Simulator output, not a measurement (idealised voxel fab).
process module | voxel wiring stack
Xsec cut, 240 nm wide, square cell size 5 nm.
Cross-section format: a grid of square cells, given as bands from top to bottom; each band is one or more rows of cells.
This entry defines a band. It first specifies the height of the band's top and the height of its bottom in nm, and then specifies the band's materials from left to right, stating each material with its width in nm. The word "throughout" identifies a single material that fills the band from edge to edge, while the word "empty" identifies empty space.
Zero point of the height axis is 0; under it, received wafer = one material. Lowest band: continues down indefinitely, "0 and below".
Quick explanation for "30->40": the width changes in equal steps down the rows of cells, from the first number in the band's top row to the second number in its bottom row.
Basically "remained unchanged" means that step didn't change any cell in the cross-section.
Enclosed voids (no open way to top), threshold 8 cells or more, entry "Closed void inventory", notation width x height at distance, distance from left edge, nm.
Past the settings on a step's line: simulator remark, on that step.
What "overlay nm" on a step's line means: if the step has a mask, that mask lay this far to the right of its planned place, or, when the value is negative, to the left.
**Process steps - plan**
1 RECEIVE with material Si
2 CONFORMAL_DEP with material SiO2, thk nm 15
3 CONFORMAL_DEP with material SiN, thk nm 5
4 DIRECTIONAL_DEP with material SiO2, thk nm 15
5 PATTERN with tone open, mask id METAL_1, material resist, width nm 30, pitch nm 50, thk nm 20, overlay nm 0
6 DIRECTIONAL_ETCH with etch materials SiO2, depth nm 15
7 DIRECTIONAL_ETCH with etch materials SiN, depth nm 5
8 STRIP with etch materials resist
9 CONFORMAL_DEP with material TiN, thk nm 5
10 FILL_DEP with material Cu, thk nm 10
11 CMP with height nm 35
12 EPI with material Ru, thk nm 5
13 FILL_DEP with material SiCN, thk nm 5
14 DIRECTIONAL_DEP with material lowk, thk nm 25
15 DIRECTIONAL_DEP with material aC, thk nm 15
16 PATTERN with tone open, mask id METAL_2, material resist, width nm 30, pitch nm 50, thk nm 35, overlay nm 0
17 DIRECTIONAL_ETCH with etch materials aC, depth nm 15
18 STRIP with etch materials resist
19 DIRECTIONAL_ETCH with etch materials lowk, depth nm 15
20 STRIP with etch materials aC
21 PATTERN with tone open, mask id METAL_2_HOLES, material resist, width nm 15, thk nm 15, overlay nm 0
22 DIRECTIONAL_ETCH with etch materials lowk, depth nm 10
23 DIRECTIONAL_ETCH with etch materials SiCN, depth nm 5
24 STRIP with etch materials resist
25 CONFORMAL_DEP with material TiN, thk nm 5
26 FILL_DEP with material Ru, thk nm 10
27 CMP with height nm 70
28 CONFORMAL_DEP with material SiN, thk nm 5
**Cross-section: wafer on arrival = after step 1**
	0 and below  Si throughout
	Closed void inventory: none
**First of two wafers: cross-section at end of module, run per plan**
	75 down to 70  SiN throughout
	70 down to 60  80 of lowk, then 5 of TiN, then 20 of Ru, then 5 of TiN, then 20 of lowk, then 5 of TiN, then 20 of Ru, then 5 of TiN, then 80 of lowk
	60 down to 55  80 of lowk, then 5 of TiN, then 5 of Ru, then 20 of TiN, then 20 of lowk, then 30 of TiN, then 80 of lowk
	55 down to 45  80 of lowk, then 5 of TiN, then 5 of Ru, then 5 of TiN, then 145 of lowk
	45 down to 40  80 of SiCN, then 15 of TiN, then 145 of SiCN
	40 down to 35  75 of SiCN, then 40 of Ru, then 10 of SiCN, then 40 of Ru, then 75 of SiCN
	35 down to 20  80 of SiO2, then 5 of TiN, then 20 of Cu, then 5 of TiN, then 20 of SiO2, then 5 of TiN, then 20 of Cu, then 5 of TiN, then 80 of SiO2
	20 down to 15  80 of SiN, then 30 of TiN, then 20 of SiN, then 30 of TiN, then 80 of SiN
	15 down to 0  SiO2 throughout
	0 and below  Si throughout
	Closed void inventory: none
**Same start, same plan as the first wafer - but one mistake in the run. Cross-section of the second of the two at the end of the module**
	75 down to 70  SiN throughout
	70 down to 60  80 of lowk, then 5 of TiN, then 20 of Ru, then 5 of TiN, then 20 of lowk, then 5 of TiN, then 20 of Ru, then 5 of TiN, then 80 of lowk
	60 down to 55  80 of lowk, then 5 of TiN, then 5 of Ru, then 20 of TiN, then 20 of lowk, then 30 of TiN, then 80 of lowk
	55 down to 45  80 of lowk, then 5 of TiN, then 5 of Ru, then 5 of TiN, then 145 of lowk
	45 down to 40  80 of SiCN, then 15 of TiN, then 145 of SiCN
	40 down to 35  Ru throughout
	35 down to 25  Cu throughout
	25 down to 20  85 of TiN, then 20 of Cu, then 30 of TiN, then 20 of Cu, then 85 of TiN
	20 down to 5  80 of SiO2, then 5 of TiN, then 20 of Cu, then 5 of TiN, then 20 of SiO2, then 5 of TiN, then 20 of Cu, then 5 of TiN, then 80 of SiO2
	5 down to 0  80 of SiN, then 30 of TiN, then 20 of SiN, then 30 of TiN, then 80 of SiN
	0 and below  Si throughout
	Closed void inventory: none
What was done differently from what was planned? step 2 in the plan did not get run; it was skipped
Heads up, by the end the second wafer has more or fewer cells of some materials compared to the first: +104 Cu | +32 Ru | -32 SiCN | -144 SiO2 | +40 TiN
